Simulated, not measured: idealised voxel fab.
process module | voxel self aligned contacts
The figure presents cross-section cut, which has a width of 255 nm and is divided into square cells with an edge length of 5 nm.
Just so we're on the same page, the cross-sections are grids of square cells, and they're listed out in bands top to bottom, each band one or more rows deep. Read a band's entry like this: the first values are the height of its top and the height of its bottom in nm, and what follows is the sequence of materials from left to right, each with its width in nm. Note that "empty" is empty space, and that a single material marked "all across" reaches across the band from edge to edge. Note: height 0 marks the level under which the wafer is uniformly one material as received. Lowest band unbounded below, written "0 nm and below". Per-row width for "30 to 40": begins at first number (top row of band), ends at second number (bottom row), increment between rows held constant. Key: "nothing different" - step with no changed cell in the cross-section. The entry "Sealed internal cavities" lists the empty spaces that cover at least 8 cells and have no open path to the top. Each is written as width x height at distance, where the distance is measured from the left edge and all three values are in nm. That trailing text on a step's line, after the settings, is the simulator's own remark on the step. overlay nm: mask right of planned place by this much (step with mask). Neg. = left.

**Process steps foreseen in the plan**
1. op RECEIVE | material Si
2. op OXIDIZE | depth nm 5
3. op DIRECTIONAL_DEP | material polySi | thk nm 30
4. op DIRECTIONAL_DEP | material SiN | thk nm 25
5. op DIRECTIONAL_DEP | material aC | thk nm 10
6. op PATTERN | tone cover | mask id GATE | material resist | width nm 30 | pitch nm 75 | thk nm 30 | overlay nm 0
7. op DIRECTIONAL_ETCH | etch materials aC | depth nm 10
8. op STRIP | etch materials resist
9. op DIRECTIONAL_ETCH | etch materials SiN | depth nm 25
10. op DIRECTIONAL_ETCH | etch materials polySi | depth nm 30
11. op STRIP | etch materials aC
12. op CONFORMAL_DEP | material SiN | thk nm 10
13. op DIRECTIONAL_ETCH | etch materials SiN | depth nm 10
14. op FILL_DEP | material SiO2 | thk nm 15
15. op CMP | height nm 60
16. op MASKED_ETCH | tone open | mask id CONTACT | width nm 55 | etch materials SiO2 | depth nm 65 | overlay nm 0
17. op CONFORMAL_DEP | material TiN | thk nm 5
18. op FILL_DEP | material W | thk nm 5
19. op CMP | height nm 60
20. op CONFORMAL_DEP | material SiCN | thk nm 5

**Incoming wafer, cross-sectional view, post step 1**
    0 nm and below  Si all across
    Sealed internal cavities: none

**Cross-sectional image of the first of two wafers at the end of the module, the run having proceeded as planned**
    65 nm to 60 nm  SiCN all across
    60 nm to 55 nm  100 nm SiO2, 20 nm TiN, 15 nm W, 20 nm TiN, 100 nm SiO2
    55 nm to 30 nm  65 nm SiO2, 50 nm SiN, 5 nm TiN, 15 nm W, 5 nm TiN, 50 nm SiN, 65 nm SiO2
    30 nm to 0 nm  65 nm SiO2, 10 nm SiN, 30 nm polySi, 10 nm SiN, 5 nm TiN, 15 nm W, 5 nm TiN, 10 nm SiN, 30 nm polySi, 10 nm SiN, 65 nm SiO2
    0 nm to -5 nm  115 nm SiO2, 25 nm TiN, 115 nm SiO2
    -5 nm and below  Si all across
    Sealed internal cavities: none

**Wafer two cross-section, module end. Start and plan unchanged from wafer one; one mistake made during the run**
    65 nm to 60 nm  SiCN all across
    60 nm to 55 nm  100 nm SiO2, 20 nm TiN, 15 nm W, 20 nm TiN, 100 nm SiO2
    55 nm to 30 nm  65 nm SiO2, 50 nm SiN, 5 nm TiN, 15 nm W, 5 nm TiN, 50 nm SiN, 65 nm SiO2
    30 nm to 5 nm  65 nm SiO2, 10 nm SiN, 30 nm polySi, 10 nm SiN, 5 nm TiN, 15 nm W, 5 nm TiN, 10 nm SiN, 30 nm polySi, 10 nm SiN, 65 nm SiO2
    5 nm to 0 nm  65 nm SiO2, 10 nm SiN, 30 nm polySi, 10 nm SiN, 25 nm TiN, 10 nm SiN, 30 nm polySi, 10 nm SiN, 65 nm SiO2
    0 nm and below  Si all across
    Sealed internal cavities: none
Misprocessing identified: heads up, step 2 of the plan was skipped and never actually ran
Cell-count delta at end, second wafer over first, by material: +51 Si; -46 SiO2; -2 TiN; -3 W
